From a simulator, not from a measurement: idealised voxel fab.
Name of the process module below: voxel gate over fins
For reference, the cross-section in this document is cut, with width 185 nm and square cells of 5 nm.
Square cells in a grid make up a cross-section in this document, and the grid is given as bands, listed from the top down, each one or more rows of cells. What a band's entry tells you: where the top is and where the bottom is, as heights in nm, and after that what lies inside, material by material from left to right, each with its width in nm. Empty space is written as the word "blank", and a single material marked with the word "all across" occupies the band from edge to edge. Convention: height 0 is the level below which the wafer, as received, is all one material. The lowest band does not terminate at the bottom but continues downward, represented as "0 down". When a width is written as two numbers, as in "30..40", the first number is the width in the top row of cells of the band and the second is the width in its bottom row, and the width changes by the same amount from each row to the next. For the purposes of this document, the phrase "nothing got changed" attached to a step denotes that no cell within the cross-section was modified by that step. You'll see "Sealed internal cavities" listing empty spaces that have no way open to the top, as long as they're 8 cells or more; the notation is width x height at distance, where the distance is from the left edge, and all of it is in nm. Post-settings text on a step line: simulator's own remark regarding the step. overlay nm: mask right of planned place by this much (step with mask). Neg. = left.
## Set out below are the planned steps of the process
1) RECEIVE (material Si)
2) CONFORMAL_DEP (material SiN; thk nm 10)
3) PATTERN (tone cover; mask id FINS; material resist; width nm 15; pitch nm 45; thk nm 15; overlay nm 0)
4) DIRECTIONAL_ETCH (etch materials SiN; depth nm 10)
5) DIRECTIONAL_ETCH (etch materials Si; depth nm 35)
6) STRIP (etch materials resist)
7) OXIDIZE (depth nm 5)
8) FILL_DEP (material SiO2; thk nm 5)
9) CMP (height nm 10)
10) SELECTIVE_ETCH (etch materials SiO2; depth nm 25)
11) STRIP (etch materials SiN)
12) CONFORMAL_DEP (material HfO2; thk nm 5)
13) CONFORMAL_DEP (material TiN; thk nm 5)
14) FILL_DEP (material W; thk nm 10)
15) CMP (height nm 15)
16) CONFORMAL_DEP (material SiCN; thk nm 5)
## Wafer as received: cross-section following step 1
  0 down | Si all across
  Sealed internal cavities: none
## What the wafer looks like in cross-section after this module, when it starts as shown above and follows the plan above but one mistake is made in running it
  20 to 15 | SiCN all across
  15 to 10 | W all across
  10 to 5 | 55 of W | 25 of TiN | 20 of W | 25 of TiN | 60 of W
  5 to 0 | 60 of TiN | 15 of HfO2 | 30 of TiN | 15 of HfO2 | 65 of TiN
  0 to -5 | 65 of HfO2 | 5 of Si | 40 of HfO2 | 5 of Si | 70 of HfO2
  -5 to -40 | 65 of SiO2 | 5 of Si | 40 of SiO2 | 5 of Si | 70 of SiO2
  -40 down | Si all across
  Sealed internal cavities: none
The plan and the run diverged here: step 10, actual vs plan mismatch, actual run SELECTIVE_ETCH (etch materials SiO2; depth nm 15)
